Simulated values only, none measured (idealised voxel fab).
Process module name: voxel wiring stack
Section shown: cut. Width: 195 nm. Cell size: 5 nm, square.
Reading order for cross-sections: top band down to bottom band. Underlying form: a grid of square cells. Band size: one or more rows of cells. Top, bottom (nm), then materials left to right with widths (nm); lone material tagged "edge to edge" fills the whole band edge to edge; "air" = empty space. Height is counted from the level 0, under which the received wafer is composed throughout of one material. The lowest of the bands is not closed at the bottom but continues downward, in the notation "0 and below". The two numbers in a width such as "30..40" mark its ends across the band: the first belongs to the top row of cells, the second to the bottom row, and from each row to the next the width moves by the same amount. "nothing different" -> step changed no cross-section cell. This entry, "Closed void register", enumerates those empty regions of no fewer than 8 cells that possess no open connection to the top. Each region is reported in the form width x height at distance, the distance being taken from the left edge, with all three quantities expressed in nm. Text after the settings on a step's line: the simulator's own remark on that step. overlay nm: where the mask lay relative to plan, measured to the right, on steps with a mask; negatives go left.
List of planned process steps:
1: RECEIVE [material Si]
2: CONFORMAL_DEP [material SiO2] [thk nm 10]
3: DIRECTIONAL_DEP [material TiN] [thk nm 5]
4: DIRECTIONAL_DEP [material W] [thk nm 20]
5: DIRECTIONAL_DEP [material aC] [thk nm 10]
6: PATTERN [tone cover] [mask id METAL_1] [material resist] [width nm 25] [pitch nm 50] [thk nm 25] [overlay nm 0]
7: DIRECTIONAL_ETCH [etch materials aC] [depth nm 10]
8: STRIP [etch materials resist]
9: DIRECTIONAL_ETCH [etch materials W] [depth nm 20]
10: DIRECTIONAL_ETCH [etch materials TiN] [depth nm 5]
11: STRIP [etch materials aC]
12: FILL_DEP [material lowk] [thk nm 5]
13: CMP [height nm 35]
14: CONFORMAL_DEP [material SiCN] [thk nm 5]
15: DIRECTIONAL_DEP [material lowk] [thk nm 10]
16: MASKED_ETCH [tone open] [mask id PLUG_1] [width nm 15] [etch materials lowk] [depth nm 10] [overlay nm 0]
17: MASKED_ETCH [tone open] [mask id PLUG_1] [width nm 15] [etch materials SiCN] [depth nm 5] [overlay nm 0]
18: CONFORMAL_DEP [material TiN] [thk nm 5]
19: FILL_DEP [material W] [thk nm 5]
20: CMP [height nm 50]
21: DIRECTIONAL_DEP [material TiN] [thk nm 5]
22: DIRECTIONAL_DEP [material W] [thk nm 20]
23: PATTERN [tone cover] [mask id METAL_2] [material resist] [width nm 25] [pitch nm 50] [thk nm 15] [overlay nm 0]
24: DIRECTIONAL_ETCH [etch materials W] [depth nm 20]
25: DIRECTIONAL_ETCH [etch materials TiN] [depth nm 5]
26: STRIP [etch materials resist]
27: CONFORMAL_DEP [material SiCN] [thk nm 5]
28: FILL_DEP [material lowk] [thk nm 10]
29: CMP [height nm 75]
30: CONFORMAL_DEP [material SiN] [thk nm 5]
Step 1 complete: cross-section of the wafer as received:
  0 and below: Si edge to edge
  Closed void register: none
Cross-section at module end, one run error; start and plan unchanged from above:
  80 down to 75: SiN edge to edge
  75 down to 55: lowk (55) / SiCN (5) / W (25) / SiCN (5) / lowk (15) / SiCN (5) / W (25) / SiCN (5) / lowk (55)
  55 down to 50: SiCN (60) / TiN (25) / SiCN (25) / TiN (25) / SiCN (60)
  50 down to 40: lowk (60) / TiN (5) / W (5) / TiN (5) / lowk (120)
  40 down to 35: SiCN (60) / TiN (15) / SiCN (120)
  35 down to 15: W (60) / lowk (25) / W (25) / lowk (25) / W (60)
  15 down to 10: TiN (60) / lowk (25) / TiN (25) / lowk (25) / TiN (60)
  10 down to 0: SiO2 edge to edge
  0 and below: Si edge to edge
  Closed void register: none
What went wrong in running the wafer? step 6: run off-plan, actual operation and settings PATTERN [tone open] [mask id METAL_1] [material resist] [width nm 25] [pitch nm 50] [thk nm 25] [overlay nm 0]
